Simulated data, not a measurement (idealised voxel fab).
This is a process module. Its name is voxel wiring stack.
Cross-sectional view cut (width: 200 nm; square cell size: 5 nm).
In what follows, cross-sections appear as grids of square cells, described through bands that run from the top down, where every band is one or more rows of cells.
Basically the band line says how high the top is and how high the bottom is, in nm, and then what's in it from left to right, every material with its width in nm. Empty space shows up as "air", and if a single material carries "everywhere" it runs the full band edge to edge.
The level at which height equals 0 is the one under which the wafer, as it arrives, is entirely one material. No lower edge exists for the bottom band, which continues downward and is notated as in "0 down".
Width "30->40": first value at the band's top row of cells, second value at its bottom row, equal change from row to row.
The cross-section has no changed cell in any step marked "remained the same".
The entry titled "Cavities, closed" provides the empty spaces that have no open way to the top, restricted to those of 8 cells or more. Each is presented as width x height at distance, the distance being measured from the left edge, with all three in nm.
Text after the settings on a step's line: the simulator's own remark on that step.
"overlay nm" on a masked step: distance the mask lay right of its planned place, negative for left.

The following list gives the planned process steps:
- 1: op RECEIVE | material Si
- 2: op CONFORMAL_DEP | material SiO2 | thk nm 15
- 3: op CONFORMAL_DEP | material SiN | thk nm 5
- 4: op DIRECTIONAL_DEP | material lowk | thk nm 25
- 5: op DIRECTIONAL_DEP | material aC | thk nm 10
- 6: op PATTERN | tone open | mask id METAL_1 | material resist | width nm 25 | pitch nm 45 | thk nm 30 | overlay nm 0
- 7: op DIRECTIONAL_ETCH | etch materials aC | depth nm 10
- 8: op STRIP | etch materials resist
- 9: op DIRECTIONAL_ETCH | etch materials lowk | depth nm 25
- 10: op DIRECTIONAL_ETCH | etch materials SiN | depth nm 5
- 11: op STRIP | etch materials aC
- 12: op CONFORMAL_DEP | material TiN | thk nm 5
- 13: op FILL_DEP | material Ru | thk nm 5
- 14: op CMP | height nm 45
- 15: op CONFORMAL_DEP | material SiCN | thk nm 5
- 16: op DIRECTIONAL_DEP | material SiO2 | thk nm 15
- 17: op MASKED_ETCH | tone open | mask id PLUG_1 | width nm 15 | pitch nm 45 | etch materials SiO2 | depth nm 15 | overlay nm 0
- 18: op MASKED_ETCH | tone open | mask id PLUG_1 | width nm 15 | pitch nm 45 | etch materials SiCN | depth nm 5 | overlay nm 0
- 19: op EPI | material Ru | thk nm 10
- 20: op EPI | material Ru | thk nm 10
- 21: op CONFORMAL_DEP | material SiN | thk nm 5
- 22: op DIRECTIONAL_DEP | material lowk | thk nm 20
- 23: op MASKED_ETCH | tone open | mask id METAL_2 | width nm 25 | pitch nm 45 | etch materials lowk | depth nm 20 | overlay nm 0
- 24: op MASKED_ETCH | tone open | mask id METAL_2 | width nm 25 | pitch nm 45 | etch materials SiN | depth nm 5 | overlay nm 0
- 25: op CONFORMAL_DEP | material TiN | thk nm 5
- 26: op FILL_DEP | material Ru | thk nm 10
- 27: op CMP | height nm 90
- 28: op CONFORMAL_DEP | material SiCN | thk nm 5
- 29: op DIRECTIONAL_DEP | material SiO2 | thk nm 10
- 30: op MASKED_ETCH | tone open | mask id PLUG_2 | width nm 15 | etch materials SiO2 | depth nm 10 | overlay nm 0
- 31: op MASKED_ETCH | tone open | mask id PLUG_2 | width nm 15 | etch materials SiCN | depth nm 5 | overlay nm 0
- 32: op EPI | material Ru | thk nm 10
- 33: op EPI | material Ru | thk nm 5
- 34: op CONFORMAL_DEP | material SiN | thk nm 5
- 35: op DIRECTIONAL_DEP | material lowk | thk nm 20
- 36: op DIRECTIONAL_DEP | material aC | thk nm 15
- 37: op PATTERN | tone open | mask id METAL_3 | material resist | width nm 25 | pitch nm 45 | thk nm 30 | overlay nm 0
- 38: op DIRECTIONAL_ETCH | etch materials aC | depth nm 15
- 39: op STRIP | etch materials resist
- 40: op DIRECTIONAL_ETCH | etch materials lowk | depth nm 20
- 41: op DIRECTIONAL_ETCH | etch materials SiN | depth nm 5
- 42: op STRIP | etch materials aC
- 43: op CONFORMAL_DEP | material TiN | thk nm 5
- 44: op FILL_DEP | material Ru | thk nm 5
- 45: op CMP | height nm 130
- 46: op CONFORMAL_DEP | material SiCN | thk nm 5

As-received state of the wafer in cross-section, equivalent to post-step 1:
    0 down  Si everywhere
    Cavities, closed: none

As-planned run: cross-section of the first of two wafers at end of module:
    135 to 130  SiCN everywhere
    130 to 110  lowk (65), TiN (5), Ru (15), TiN (5), lowk (20), TiN (5), Ru (15), TiN (5), lowk (65)
    110 to 105  SiN (65), TiN (25), SiN (20), TiN (25), SiN (65)
    105 to 95  SiO2 (65), Ru (15), SiO2 (120)
    95 to 90  SiCN (65), Ru (15), SiCN (120)
    90 to 70  lowk (65), TiN (5), Ru (15), TiN (5), lowk (20), TiN (5), Ru (15), TiN (5), lowk (65)
    70 to 65  SiN (65), TiN (25), SiN (20), TiN (25), SiN (65)
    65 to 50  SiO2 (65), Ru (15), SiO2 (30), Ru (15), SiO2 (75)
    50 to 45  SiCN (65), Ru (15), SiCN (30), Ru (15), SiCN (75)
    45 to 20  lowk (65), TiN (5), Ru (15), TiN (5), lowk (20), TiN (5), Ru (15), TiN (5), lowk (65)
    20 to 15  SiN (65), TiN (25), SiN (20), TiN (25), SiN (65)
    15 to 0  SiO2 everywhere
    0 down  Si everywhere
    Cavities, closed: none

This is the second of the two wafers, cross-sectioned at the end of the module; it started exactly like the first and was given the same plan, but it was run with one mistake:
    135 to 130  SiCN everywhere
    130 to 110  lowk (65), TiN (5), Ru (15), TiN (5), lowk (20), TiN (5), Ru (15), TiN (5), lowk (65)
    110 to 105  SiN (65), TiN (25), SiN (20), TiN (25), SiN (65)
    105 to 95  SiO2 (65), Ru (15), SiO2 (120)
    95 to 90  SiCN (65), Ru (15), SiCN (120)
    90 to 85  lowk (65), TiN (5), Ru (15), TiN (5), lowk (20), TiN (5), Ru (15), TiN (5), lowk (65)
    85 to 80  SiN (65), TiN (25), SiN (20), TiN (25), SiN (65)
    80 to 65  SiO2 (65), SiN (5), TiN (5), SiN (5), SiO2 (30), SiN (5), TiN (5), SiN (5), SiO2 (75)
    65 to 50  SiO2 everywhere
    50 to 45  SiCN everywhere
    45 to 20  lowk (65), TiN (5), Ru (15), TiN (5), lowk (20), TiN (5), Ru (15), TiN (5), lowk (65)
    20 to 15  SiN (65), TiN (25), SiN (20), TiN (25), SiN (65)
    15 to 0  SiO2 everywhere
    0 down  Si everywhere
    Cavities, closed: none
So what did we get wrong on this run? twice over, step 16 of the plan was run
Count the cells at the end and the second wafer has more or fewer of some materials than the first: Ru -42, SiCN +6, SiN +12, SiO2 +120, TiN -6, lowk -90
